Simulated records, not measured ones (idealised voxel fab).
voxel transistor to metal: a process module
cross-section cut | 185 nm wide | cells 5 nm
Cross-sections here: square-cell grids, written as top-down lists of bands, a band being one or more rows of cells.
Look at the band entry: it leads with the top's height and the bottom's height in nm. Then it lists the materials left to right, with a width in nm for each. The word "edge to edge" on a single material says that material fills the band edge to edge. The word "blank" is empty space.
Below 0: as-received wafer, all one material; heights counted from there. Lowest band: no bottom, goes on down, written "from 0 down".
So if you see something like "30 to 40" for the width, read it as the top row of the band sitting at the first number and the bottom row at the second, with every row in between moving by the same amount as the last.
"no alterations made" after a step means that no cell of the cross-section changed.
Enclosed void list: empty space of 8 cells or more with no open way to the top, each as width x height at its distance from the left edge, in nm
On each step's line, the part that comes after the settings is the simulator's own comment on the step.
"overlay nm", when on a step's line for a step with a mask, measures how far to the right of its planned place the mask lay; a negative measure means to the left.
**Here's what the planned process steps look like**
1. RECEIVE | material Si
2. CONFORMAL_DEP | material SiO2 | thk nm 5
3. CONFORMAL_DEP | material SiN | thk nm 10
4. MASKED_ETCH | tone cover | mask id ACTIVE | width nm 100 | etch materials SiN | depth nm 10 | overlay nm 0
5. MASKED_ETCH | tone cover | mask id ACTIVE | width nm 100 | etch materials SiO2 | depth nm 5 | overlay nm 0
6. MASKED_ETCH | tone cover | mask id ACTIVE | width nm 100 | etch materials Si | depth nm 30 | overlay nm 0
7. FILL_DEP | material SiO2 | thk nm 15
8. CMP | height nm 15
9. SELECTIVE_ETCH | etch materials SiO2 | depth nm 5
10. STRIP | etch materials SiN
11. SELECTIVE_ETCH | etch materials SiO2 | depth nm 5
12. OXIDIZE | depth nm 5
13. DIRECTIONAL_DEP | material polySi | thk nm 30
14. DIRECTIONAL_DEP | material SiCN | thk nm 15
15. MASKED_ETCH | tone cover | mask id GATE | width nm 20 | etch materials SiCN | depth nm 25 | overlay nm 0
16. MASKED_ETCH | tone cover | mask id GATE | width nm 20 | etch materials polySi | depth nm 40 | overlay nm 0
17. CONFORMAL_DEP | material SiN | thk nm 10
18. DIRECTIONAL_ETCH | etch materials SiN | depth nm 10
19. DIRECTIONAL_ETCH | etch materials SiO2 | depth nm 5
20. DIRECTIONAL_ETCH | etch materials Si | depth nm 5
21. EPI | material SiGe | thk nm 5
22. FILL_DEP | material SiO2 | thk nm 10
23. CMP | height nm 45
24. DIRECTIONAL_DEP | material SiO2 | thk nm 10
25. MASKED_ETCH | tone open | mask id CONTACT | width nm 20 | pitch nm 70 | etch materials SiO2 | depth nm 60 | overlay nm 0
26. CONFORMAL_DEP | material TiN | thk nm 5
27. FILL_DEP | material Ru | thk nm 10
28. CMP | height nm 55
29. CONFORMAL_DEP | material SiN | thk nm 5
30. DIRECTIONAL_DEP | material SiO2 | thk nm 15
31. PATTERN | tone open | mask id METAL_1 | material resist | width nm 20 | pitch nm 70 | thk nm 15 | overlay nm 0
32. DIRECTIONAL_ETCH | etch materials SiO2 | depth nm 15
33. DIRECTIONAL_ETCH | etch materials SiN | depth nm 5
34. STRIP | etch materials resist
35. CONFORMAL_DEP | material TiN | thk nm 5
36. FILL_DEP | material Cu | thk nm 10
37. CMP | height nm 75
38. CONFORMAL_DEP | material SiCN | thk nm 5
39. DIRECTIONAL_DEP | material lowk | thk nm 30
40. MASKED_ETCH | tone open | mask id METAL_2_HOLES | width nm 15 | pitch nm 70 | etch materials lowk | depth nm 30 | overlay nm 0
41. MASKED_ETCH | tone open | mask id METAL_2 | width nm 20 | pitch nm 70 | etch materials lowk | depth nm 15 | overlay nm 0
42. MASKED_ETCH | tone open | mask id METAL_2 | width nm 20 | pitch nm 70 | etch materials SiCN | depth nm 5 | overlay nm 0
43. CONFORMAL_DEP | material TiN | thk nm 5
44. FILL_DEP | material Cu | thk nm 5
45. CMP | height nm 110
46. CONFORMAL_DEP | material SiN | thk nm 5
Keep in mind the plan's value for the thk nm of step 46 comes from the first wafer; the wafers don't share that setting, but they do share the same starting point.
**The first of several wafers in cross-section, exactly as it reached us after step 1**
> from 0 down | Si edge to edge
> Enclosed void list: none
**Basically each wafer gets a line in the table, showing it at the end of the module: material by material, the cells it gained (+) or lost (-) since we got it, then its closed voids**
thk nm 5, +28 Cu, +42 Ru, -132 Si, +43 SiCN, +14 SiGe, +106 SiN, +442 SiO2, +104 TiN, +180 lowk, +24 polySi, Enclosed void list: none
thk nm 10, +28 Cu, +42 Ru, -132 Si, +43 SiCN, +14 SiGe, +143 SiN, +442 SiO2, +104 TiN, +180 lowk, +24 polySi, Enclosed void list: none
thk nm 15, +28 Cu, +42 Ru, -132 Si, +43 SiCN, +14 SiGe, +180 SiN, +442 SiO2, +104 TiN, +180 lowk, +24 polySi, Enclosed void list: none
thk nm 20, +28 Cu, +42 Ru, -132 Si, +43 SiCN, +14 SiGe, +217 SiN, +442 SiO2, +104 TiN, +180 lowk, +24 polySi, Enclosed void list: none
